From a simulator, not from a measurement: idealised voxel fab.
This section sets out a process module, namely voxel capacitor over wiring.
Section shown: cut. Width: 295 nm. Cell size: 5 nm, square.
Cross-sections here: square-cell grids, written as top-down lists of bands, a band being one or more rows of cells. Heads up on the band format: heights come first, top then bottom, in nm. After that it's the materials left to right, each with its width in nm. A single material flagged "everywhere" fills the whole band edge to edge, and "empty" means there's empty space there. Heads up on the height convention: 0 is the point under which the incoming wafer is all one material, and the lowest band has no bottom, it just keeps going down, like "top 0, no bottom". You'd read "30 to 40" like this: the band's top row of cells is as wide as the first number, its bottom row is as wide as the second, and going down, every row changes width by the same amount as the row before did. Step marked "identical to before"? Then no cell in the cross-section changed in it. Under "Enclosed empty spaces" you'll find the enclosed gaps, the ones with no way out to the top, that are 8 cells or bigger; each reads width x height at distance, with distance counted from the left edge, everything in nm. Read whatever lies past the settings on a step's line as the simulator's own remark about the step. "overlay nm" answers the question of how far to the right of plan the mask lay on a step that has a mask, and when it is negative the answer is to the left.
Steps planned for the process
1 RECEIVE [material Si]
2 CONFORMAL_DEP [material SiO2] [thk nm 15]
3 CONFORMAL_DEP [material SiCN] [thk nm 5]
4 DIRECTIONAL_DEP [material SiO2] [thk nm 25]
5 PATTERN [tone open] [mask id METAL_1] [material resist] [width nm 30] [pitch nm 95] [thk nm 20] [overlay nm 0]
6 DIRECTIONAL_ETCH [etch materials SiO2] [depth nm 25]
7 DIRECTIONAL_ETCH [etch materials SiCN] [depth nm 5]
8 STRIP [etch materials resist]
9 CONFORMAL_DEP [material TiN] [thk nm 5]
10 FILL_DEP [material Cu] [thk nm 10]
11 CMP [height nm 45]
12 CONFORMAL_DEP [material SiCN] [thk nm 5]
13 DIRECTIONAL_DEP [material SiO2] [thk nm 10]
14 MASKED_ETCH [tone open] [mask id PLUG_1] [width nm 15] [etch materials SiO2] [depth nm 10] [overlay nm 0]
15 MASKED_ETCH [tone open] [mask id PLUG_1] [width nm 15] [etch materials SiCN] [depth nm 5] [overlay nm 0]
16 EPI [material Ru] [thk nm 10]
17 EPI [material Ru] [thk nm 5]
18 DIRECTIONAL_DEP [material TiN] [thk nm 5]
19 DIRECTIONAL_DEP [material SiN] [thk nm 5]
20 DIRECTIONAL_DEP [material TiN] [thk nm 5]
21 MASKED_ETCH [tone cover] [mask id UPPER_PLATE] [width nm 70] [etch materials TiN] [depth nm 5] [overlay nm 0]
22 MASKED_ETCH [tone cover] [mask id UPPER_PLATE] [width nm 70] [etch materials SiN] [depth nm 5] [overlay nm 0]
23 DIRECTIONAL_DEP [material aC] [thk nm 15]
24 PATTERN [tone cover] [mask id LOWER_PLATE] [material resist] [width nm 80] [thk nm 35] [overlay nm 0]
25 DIRECTIONAL_ETCH [etch materials aC] [depth nm 15]
26 STRIP [etch materials resist]
27 DIRECTIONAL_ETCH [etch materials TiN] [depth nm 5]
28 STRIP [etch materials aC]
29 FILL_DEP [material SiO2] [thk nm 15]
30 CMP [height nm 85]
31 DIRECTIONAL_DEP [material aC] [thk nm 10]
32 PATTERN [tone open] [mask id PLUG_2] [material resist] [width nm 15] [thk nm 25] [overlay nm 0]
33 DIRECTIONAL_ETCH [etch materials aC] [depth nm 10]
34 STRIP [etch materials resist]
35 DIRECTIONAL_ETCH [etch materials SiO2] [depth nm 10]
36 STRIP [etch materials aC]
37 CONFORMAL_DEP [material TiN] [thk nm 5]
38 FILL_DEP [material Ru] [thk nm 5]
39 CMP [height nm 85]
40 CONFORMAL_DEP [material SiCN] [thk nm 5]
First wafer, two in total, run as planned
Cross-section: wafer on arrival = after step 1
  top 0, no bottom  Si everywhere
  Enclosed empty spaces: none
The following cross-section depicts the wafer upon completion of step 2
  top 15, bottom 0  SiO2 everywhere
  Rest of section, below 0: as before.
The following cross-section depicts the wafer upon completion of step 3
  top 20, bottom 15  SiCN everywhere
  Rest of section, below 15: as before.
The following cross-section depicts the wafer upon completion of step 4
  top 45, bottom 20  SiO2 everywhere
  Rest of section, below 20: as before.
The following cross-section depicts the wafer upon completion of step 5
  top 65, bottom 45  resist (85), empty (30), resist (65), empty (30), resist (85)
  Rest of section, below 45: as before.
The following cross-section depicts the wafer upon completion of step 6
  top 65, bottom 45  resist (85), empty (30), resist (65), empty (30), resist (85)
  top 45, bottom 20  SiO2 (85), empty (30), SiO2 (65), empty (30), SiO2 (85)
  Rest of section, below 20: as before.
The following cross-section depicts the wafer upon completion of step 7
  top 65, bottom 45  resist (85), empty (30), resist (65), empty (30), resist (85)
  top 45, bottom 20  SiO2 (85), empty (30), SiO2 (65), empty (30), SiO2 (85)
  top 20, bottom 15  SiCN (85), empty (30), SiCN (65), empty (30), SiCN (85)
  Rest of section, below 15: as before.
The following cross-section depicts the wafer upon completion of step 8
  top 45, bottom 20  SiO2 (85), empty (30), SiO2 (65), empty (30), SiO2 (85)
  Rest of section, below 20: as before.
The following cross-section depicts the wafer upon completion of step 9
  top 50, bottom 45  TiN (90), empty (20), TiN (75), empty (20), TiN (90)
  top 45, bottom 20  SiO2 (85), TiN (5), empty (20), TiN (5), SiO2 (65), TiN (5), empty (20), TiN (5), SiO2 (85)
  top 20, bottom 15  SiCN (85), TiN (30), SiCN (65), TiN (30), SiCN (85)
  Rest of section, below 15: as before.
The following cross-section depicts the wafer upon completion of step 10
  top 60, bottom 50  Cu everywhere
  top 50, bottom 45  TiN (90), Cu (20), TiN (75), Cu (20), TiN (90)
  top 45, bottom 20  SiO2 (85), TiN (5), Cu (20), TiN (5), SiO2 (65), TiN (5), Cu (20), TiN (5), SiO2 (85)
  Rest of section, below 20: as before.
The following cross-section depicts the wafer upon completion of step 11
  top 45, bottom 20  SiO2 (85), TiN (5), Cu (20), TiN (5), SiO2 (65), TiN (5), Cu (20), TiN (5), SiO2 (85)
  Rest of section, below 20: as before.
The following cross-section depicts the wafer upon completion of step 12
  top 50, bottom 45  SiCN everywhere
  Rest of section, below 45: as before.
The following cross-section depicts the wafer upon completion of step 13
  top 60, bottom 50  SiO2 everywhere
  Rest of section, below 50: as before.
The following cross-section depicts the wafer upon completion of step 14
  top 60, bottom 50  SiO2 (100), empty (15), SiO2 (180)
  Rest of section, below 50: as before.
The following cross-section depicts the wafer upon completion of step 15
  top 60, bottom 50  SiO2 (100), empty (15), SiO2 (180)
  top 50, bottom 45  SiCN (100), empty (15), SiCN (180)
  Rest of section, below 45: as before.
The following cross-section depicts the wafer upon completion of step 16
  top 60, bottom 55  SiO2 (100), empty (15), SiO2 (180)
  top 55, bottom 50  SiO2 (100), Ru (15), SiO2 (180)
  top 50, bottom 45  SiCN (100), Ru (15), SiCN (180)
  Rest of section, below 45: as before.
The following cross-section depicts the wafer upon completion of step 17
  top 60, bottom 50  SiO2 (100), Ru (15), SiO2 (180)
  Rest of section, below 50: as before.
The following cross-section depicts the wafer upon completion of step 18
  top 65, bottom 60  TiN everywhere
  Rest of section, below 60: as before.
The following cross-section depicts the wafer upon completion of step 19
  top 70, bottom 65  SiN everywhere
  Rest of section, below 65: as before.
The following cross-section depicts the wafer upon completion of step 20
  top 75, bottom 70  TiN everywhere
  Rest of section, below 70: as before.
The following cross-section depicts the wafer upon completion of step 21
  top 75, bottom 70  empty (100), TiN (70), empty (125)
  Rest of section, below 70: as before.
The following cross-section depicts the wafer upon completion of step 22
  top 75, bottom 70  empty (100), TiN (70), empty (125)
  top 70, bottom 65  empty (100), SiN (70), empty (125)
  Rest of section, below 65: as before.
The following cross-section depicts the wafer upon completion of step 23
  top 90, bottom 80  empty (100), aC (70), empty (125)
  top 80, bottom 75  aC everywhere
  top 75, bottom 70  aC (100), TiN (70), aC (125)
  top 70, bottom 65  aC (100), SiN (70), aC (125)
  Rest of section, below 65: as before.
The following cross-section depicts the wafer upon completion of step 24
  top 125, bottom 90  empty (95), resist (80), empty (120)
  top 90, bottom 80  empty (95), resist (5), aC (70), resist (5), empty (120)
  Rest of section, below 80: as before.
The following cross-section depicts the wafer upon completion of step 25
  top 110, bottom 90  empty (95), resist (80), empty (120)
  top 90, bottom 80  empty (95), resist (5), aC (70), resist (5), empty (120)
  top 80, bottom 75  empty (95), aC (80), empty (120)
  top 75, bottom 70  empty (95), aC (5), TiN (70), aC (5), empty (120)
  top 70, bottom 65  empty (95), aC (5), SiN (70), aC (5), empty (120)
  Rest of section, below 65: as before.
The following cross-section depicts the wafer upon completion of step 26
  top 90, bottom 80  empty (100), aC (70), empty (125)
  Rest of section, below 80: as before.
The following cross-section depicts the wafer upon completion of step 27
  top 90, bottom 80  empty (100), aC (70), empty (125)
  top 80, bottom 75  empty (95), aC (80), empty (120)
  top 75, bottom 70  empty (95), aC (5), TiN (70), aC (5), empty (120)
  top 70, bottom 65  empty (95), aC (5), SiN (70), aC (5), empty (120)
  top 65, bottom 60  empty (95), TiN (80), empty (120)
  Rest of section, below 60: as before.
The following cross-section depicts the wafer upon completion of step 28
  top 75, bottom 70  empty (100), TiN (70), empty (125)
  top 70, bottom 65  empty (100), SiN (70), empty (125)
  Rest of section, below 65: as before.
The following cross-section depicts the wafer upon completion of step 29
  top 90, bottom 75  SiO2 everywhere
  top 75, bottom 70  SiO2 (100), TiN (70), SiO2 (125)
  top 70, bottom 65  SiO2 (100), SiN (70), SiO2 (125)
  top 65, bottom 60  SiO2 (95), TiN (80), SiO2 (120)
  Rest of section, below 60: as before.
The following cross-section depicts the wafer upon completion of step 30
  top 85, bottom 75  SiO2 everywhere
  Rest of section, below 75: as before.
The following cross-section depicts the wafer upon completion of step 31
  top 95, bottom 85  aC everywhere
  Rest of section, below 85: as before.
The following cross-section depicts the wafer upon completion of step 32
  top 120, bottom 95  resist (110), empty (15), resist (170)
  Rest of section, below 95: as before.
The following cross-section depicts the wafer upon completion of step 33
  top 110, bottom 95  resist (110), empty (15), resist (170)
  top 95, bottom 85  aC (110), empty (15), aC (170)
  Rest of section, below 85: as before.
The following cross-section depicts the wafer upon completion of step 34
  top 95, bottom 85  aC (110), empty (15), aC (170)
  Rest of section, below 85: as before.
The following cross-section depicts the wafer upon completion of step 35
  top 95, bottom 85  aC (110), empty (15), aC (170)
  top 85, bottom 75  SiO2 (110), empty (15), SiO2 (170)
  Rest of section, below 75: as before.
The following cross-section depicts the wafer upon completion of step 36
  top 85, bottom 75  SiO2 (110), empty (15), SiO2 (170)
  Rest of section, below 75: as before.
The following cross-section depicts the wafer upon completion of step 37
  top 90, bottom 85  TiN (115), empty (5), TiN (175)
  top 85, bottom 80  SiO2 (110), TiN (5), empty (5), TiN (5), SiO2 (170)
  top 80, bottom 70  SiO2 (110 to 100), TiN (15 to 70), SiO2 (170 to 125)
  Rest of section, below 70: as before.
The following cross-section depicts the wafer upon completion of step 38
  top 95, bottom 90  Ru everywhere
  top 90, bottom 85  TiN (115), Ru (5), TiN (175)
  top 85, bottom 80  SiO2 (110), TiN (5), Ru (5), TiN (5), SiO2 (170)
  Rest of section, below 80: as before.
The following cross-section depicts the wafer upon completion of step 39
  top 85, bottom 80  SiO2 (110), TiN (5), Ru (5), TiN (5), SiO2 (170)
  Rest of section, below 80: as before.
The following cross-section depicts the wafer upon completion of step 40
  top 90, bottom 85  SiCN everywhere
  Rest of section, below 85: as before.
The Second Wafer: Common Origin and Plan, One Mistake in Execution, Identical to the First Through Step 22
Planned end of step 23: second wafer, cross-section
  top 90, bottom 80  empty (100), Ru (70), empty (125)
  top 80, bottom 75  Ru everywhere
  top 75, bottom 70  Ru (100), TiN (70), Ru (125)
  top 70, bottom 65  Ru (100), SiN (70), Ru (125)
  Rest of section, below 65: as before.
Planned end of step 24: second wafer, cross-section
  top 125, bottom 90  empty (95), resist (80), empty (120)
  top 90, bottom 80  empty (95), resist (5), Ru (70), resist (5), empty (120)
  Rest of section, below 80: as before.
Planned end of step 25: second wafer, cross-section
  top 110, bottom 90  empty (95), resist (80), empty (120)
  Rest of section, below 90: as before.
Planned end of step 26: second wafer, cross-section
  top 90, bottom 80  empty (100), Ru (70), empty (125)
  Rest of section, below 80: as before.
Planned end of step 27: second wafer, cross-section: identical to before
Planned end of step 28: second wafer, cross-section: identical to before
Planned end of step 29: second wafer, cross-section
  top 105, bottom 90  SiO2 everywhere
  top 90, bottom 80  SiO2 (100), Ru (70), SiO2 (125)
  Rest of section, below 80: as before.
Planned end of step 30: second wafer, cross-section
  top 85, bottom 80  SiO2 (100), Ru (70), SiO2 (125)
  Rest of section, below 80: as before.
Planned end of step 31: second wafer, cross-section
  top 95, bottom 85  aC everywhere
  Rest of section, below 85: as before.
Planned end of step 32: second wafer, cross-section
  top 120, bottom 95  resist (110), empty (15), resist (170)
  Rest of section, below 95: as before.
Planned end of step 33: second wafer, cross-section
  top 110, bottom 95  resist (110), empty (15), resist (170)
  top 95, bottom 85  aC (110), empty (15), aC (170)
  Rest of section, below 85: as before.
Planned end of step 34: second wafer, cross-section
  top 95, bottom 85  aC (110), empty (15), aC (170)
  Rest of section, below 85: as before.
Planned end of step 35: second wafer, cross-section: identical to before
Planned end of step 36: second wafer, cross-section
  top 85, bottom 80  SiO2 (100), Ru (70), SiO2 (125)
  Rest of section, below 80: as before.
Planned end of step 37: second wafer, cross-section
  top 90, bottom 85  TiN everywhere
  Rest of section, below 85: as before.
Planned end of step 38: second wafer, cross-section
  top 95, bottom 90  Ru everywhere
  Rest of section, below 90: as before.
Planned end of step 39: second wafer, cross-section
  top 85, bottom 80  SiO2 (100), Ru (70), SiO2 (125)
  Rest of section, below 80: as before.
Planned end of step 40: second wafer, cross-section
  top 90, bottom 85  SiCN everywhere
  Rest of section, below 85: as before.
Deviation noted in wafer processing: planned and actual differ for step 23; actual: DIRECTIONAL_DEP [material Ru] [thk nm 15]
The closing comparison, in cells, has the second wafer with more or fewer of some materials than the first: +162 Ru | -200 SiO2 | +38 TiN
